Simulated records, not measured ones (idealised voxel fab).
process module | voxel self aligned contacts
cross-section cut | 210 nm wide | cells 5 nm
A cross-section is a grid of square cells, given in bands from the top down. A band is one or more rows of cells.
Each band's line starts with the height of the band's top and of its bottom, in nm. Then come its materials from left to right, each with its width in nm. One material with "throughout" fills the band from edge to edge. "air" is empty space.
Height 0 is the level under which the wafer as received is all one material. The lowest band goes on downwards, as in "0 down".
A width such as "30 to 40" changes by the same amount from each row of cells to the next, from the band's top row to its bottom row.
"no change" after a step means that no cell of the cross-section changed.
closed voids: empty space of 8 cells or more with no open way to the top, each as width x height at its distance from the left edge, in nm
after a step's settings: what the simulator itself notes on the step
overlay nm, on a step with a mask: how far to the right of its planned place the mask lay; to the left if negative
plan
1 op RECEIVE | material Si
2 op CONFORMAL_DEP | material SiO2 | thk nm 5
3 op DIRECTIONAL_DEP | material polySi | thk nm 30
4 op DIRECTIONAL_DEP | material SiN | thk nm 20
5 op PATTERN | tone cover | mask id GATE | material resist | width nm 30 | pitch nm 55 | thk nm 15 | overlay nm -15
6 op DIRECTIONAL_ETCH | etch materials SiN | depth nm 20
7 op DIRECTIONAL_ETCH | etch materials polySi | depth nm 30
8 op STRIP | etch materials resist
9 op CONFORMAL_DEP | material SiN | thk nm 5
10 op DIRECTIONAL_ETCH | etch materials SiN | depth nm 5
11 op FILL_DEP | material SiO2 | thk nm 15
12 op CMP | height nm 60
13 op MASKED_ETCH | tone open | mask id CONTACT | width nm 35 | pitch nm 55 | etch materials SiO2 | depth nm 60 | overlay nm 0
14 op CONFORMAL_DEP | material TiN | thk nm 5
15 op FILL_DEP | material W | thk nm 5
16 op CMP | height nm 60
17 op CONFORMAL_DEP | material SiCN | thk nm 5
varied across the wafers: overlay nm of step 5. The plan shows the first wafer's value. All wafers start alike
first wafer as received, after step 1
  0 down: Si throughout
  closed voids: none
each wafer at the end: cells of each material gained (+) or lost (-) since it was received, then its closed voids
overlay nm -15 | +42 SiCN | +132 SiN | +206 SiO2 | +58 TiN | +108 polySi | closed voids: none
overlay nm -10 | +42 SiCN | +132 SiN | +184 SiO2 | +58 TiN | +22 W | +108 polySi | closed voids: none
overlay nm -5 | +42 SiCN | +132 SiN | +184 SiO2 | +58 TiN | +22 W | +108 polySi | closed voids: none
overlay nm 0 | +42 SiCN | +132 SiN | +184 SiO2 | +58 TiN | +22 W | +108 polySi | closed voids: none
overlay nm 5 | +42 SiCN | +132 SiN | +184 SiO2 | +58 TiN | +22 W | +108 polySi | closed voids: none
overlay nm 10 | +42 SiCN | +132 SiN | +184 SiO2 | +58 TiN | +22 W | +108 polySi | closed voids: none
overlay nm 15 | +42 SiCN | +132 SiN | +206 SiO2 | +58 TiN | +108 polySi | closed voids: none
